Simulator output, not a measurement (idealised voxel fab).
Presented below is a process module, voxel released beams.
The cross-section shown here is cut; it is 170 nm wide and divided into square cells measuring 5 nm on a side.
Square cells in a grid make up a cross-section in this document, and the grid is given as bands, listed from the top down, each one or more rows of cells. This entry defines a band. It first specifies the height of the band's top and the height of its bottom in nm, and then specifies the band's materials from left to right, stating each material with its width in nm. The word "all across" identifies a single material that fills the band from edge to edge, while the word "empty" identifies empty space. A quick word on heights: they are counted from 0, and under that level the wafer as it came to us is one material throughout. The lowest band is different from the rest in having no bottom; it simply continues downward, written as in "0 and below". Read "30..40" as a graded width: first number on top, second number at the bottom, same change between each pair of neighbouring rows. "no alteration", as given for a step, is the statement that not any cell of the cross-section underwent a change during that step. Closed void listing: empty space of 8 cells or more with no open way to the top, each as width x height at its distance from the left edge, in nm. Heads up: the bit after the settings on a step's line is the simulator's remark on that step. overlay nm: step with mask; distance mask lay right of planned place; negative value = left of planned place.
List of planned process steps:
1. RECEIVE with material Si
2. CONFORMAL_DEP with material Al2O3, thk nm 5
3. DIRECTIONAL_DEP with material SiO2, thk nm 10
4. DIRECTIONAL_DEP with material aC, thk nm 10
5. PATTERN with tone open, mask id ANCHOR, material resist, width nm 35, thk nm 25, overlay nm 0
6. DIRECTIONAL_ETCH with etch materials aC, depth nm 10
7. STRIP with etch materials resist
8. DIRECTIONAL_ETCH with etch materials SiO2, depth nm 10
9. STRIP with etch materials aC
10. CONFORMAL_DEP with material SiN, thk nm 10
11. DIRECTIONAL_DEP with material aC, thk nm 10
12. PATTERN with tone cover, mask id BEAM, material resist, width nm 90, thk nm 30, overlay nm 0
13. DIRECTIONAL_ETCH with etch materials aC, depth nm 10
14. STRIP with etch materials resist
15. DIRECTIONAL_ETCH with etch materials SiN, depth nm 10
16. STRIP with etch materials aC
17. STRIP with etch materials SiO2
Delivered wafer in cross-section: state after step 1:
- 0 and below: Si all across
- Closed void listing: none
Result of the module, cross-sectioned: start per above, plan per above, one error in how it was run:
- 25 down to 15: empty: 35 / SiN: 90 / empty: 45
- 15 down to 10: Al2O3 all across
- 10 down to 0: SiO2 all across
- 0 and below: Si all across
- Closed void listing: none
The plan and the run diverged here: steps 2 and 3 run out of order (swapped)
